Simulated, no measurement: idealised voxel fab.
Process module name: voxel ribs on slabs
Displayed cross-section: cut, width of 155 nm, square cells sized 5 nm.
The cross-sections in this document take the form of a grid made of square cells. They are written out as bands, in order from top to bottom. Each band consists of one or more rows of cells. The entry gives the band's vertical extent as a top height and a bottom height in nm, then its horizontal make-up as materials from left to right, each with a width in nm. "blank" stands for empty space; a single material marked "everywhere" fills the band edge to edge. Height reference: 0 = level under which incoming wafer is all one material. Lowest band: no bottom, runs on downward, e.g. "0 down". The width entry "30->40" should be interpreted row by row: the top row of cells in the band takes the first number, the bottom row takes the second number, and the change between adjacent rows is uniform throughout. Key: "remains unaltered" - step with no changed cell in the cross-section. The entry "Encapsulated voids" lists the empty spaces that cover at least 8 cells and have no open path to the top. Each is written as width x height at distance, where the distance is measured from the left edge and all three values are in nm. On a step's line, text after the settings is the simulator commenting on that step. Among the settings permitted on a step's line is "overlay nm"; applied to a step with a mask, it specifies the extent to which the mask lay to the right of its planned position, whereas a negative figure signifies a position to the left.

-- plan
1 RECEIVE (material Si)
2 DIRECTIONAL_DEP (material SiO2; thk nm 25)
3 DIRECTIONAL_DEP (material SiN; thk nm 20)
4 DIRECTIONAL_DEP (material aC; thk nm 10)
5 PATTERN (tone cover; mask id RIB; material resist; width nm 30; thk nm 25; overlay nm 0)
6 DIRECTIONAL_ETCH (etch materials aC; depth nm 10)
7 STRIP (etch materials resist)
8 DIRECTIONAL_ETCH (etch materials SiN; depth nm 5)
9 STRIP (etch materials aC)
10 MASKED_ETCH (tone cover; mask id SLAB; width nm 90; etch materials SiN; depth nm 15; overlay nm 0)
11 FILL_DEP (material SiO2; thk nm 25)
12 CMP (height nm 60)
13 DIRECTIONAL_DEP (material W; thk nm 5)
14 DIRECTIONAL_DEP (material aC; thk nm 15)
15 PATTERN (tone cover; mask id HEATER; material resist; width nm 40; thk nm 30; overlay nm 0)
16 DIRECTIONAL_ETCH (etch materials aC; depth nm 15)
17 STRIP (etch materials resist)
18 DIRECTIONAL_ETCH (etch materials W; depth nm 5)
19 STRIP (etch materials aC)
20 CONFORMAL_DEP (material SiO2; thk nm 10)

-- The cross-section here shows the wafer as received, i.e. in its state after step 1
> 0 down  Si everywhere
> Encapsulated voids: none

-- As-planned run: cross-section of the first of two wafers at end of module
> 75 to 70  45 of blank, 60 of SiO2, 50 of blank
> 70 to 65  SiO2 everywhere
> 65 to 60  55 of SiO2, 40 of W, 60 of SiO2
> 60 to 45  SiO2 everywhere
> 45 to 40  60 of SiO2, 30 of SiN, 65 of SiO2
> 40 to 25  30 of SiO2, 90 of SiN, 35 of SiO2
> 25 to 0  SiO2 everywhere
> 0 down  Si everywhere
> Encapsulated voids: none

-- Same start, same plan as the first wafer - but one mistake in the run. Cross-section of the second of the two at the end of the module
> 75 to 70  45 of blank, 60 of SiO2, 50 of blank
> 70 to 65  SiO2 everywhere
> 65 to 60  55 of SiO2, 40 of W, 60 of SiO2
> 60 to 40  SiO2 everywhere
> 40 to 30  30 of SiN, 90 of SiO2, 35 of SiN
> 30 to 25  30 of SiN, 30 of SiO2, 30 of SiN, 30 of SiO2, 35 of SiN
> 25 to 0  SiO2 everywhere
> 0 down  Si everywhere
> Encapsulated voids: none
Where did the run depart from the plan? step 10 did not use the planned setting and instead ran as MASKED_ETCH (tone open; mask id SLAB; width nm 90; etch materials SiN; depth nm 15; overlay nm 0)
Wrapping up, a cell-based count of both wafers puts the second over or under the first for these materials: SiN -15, SiO2 +15
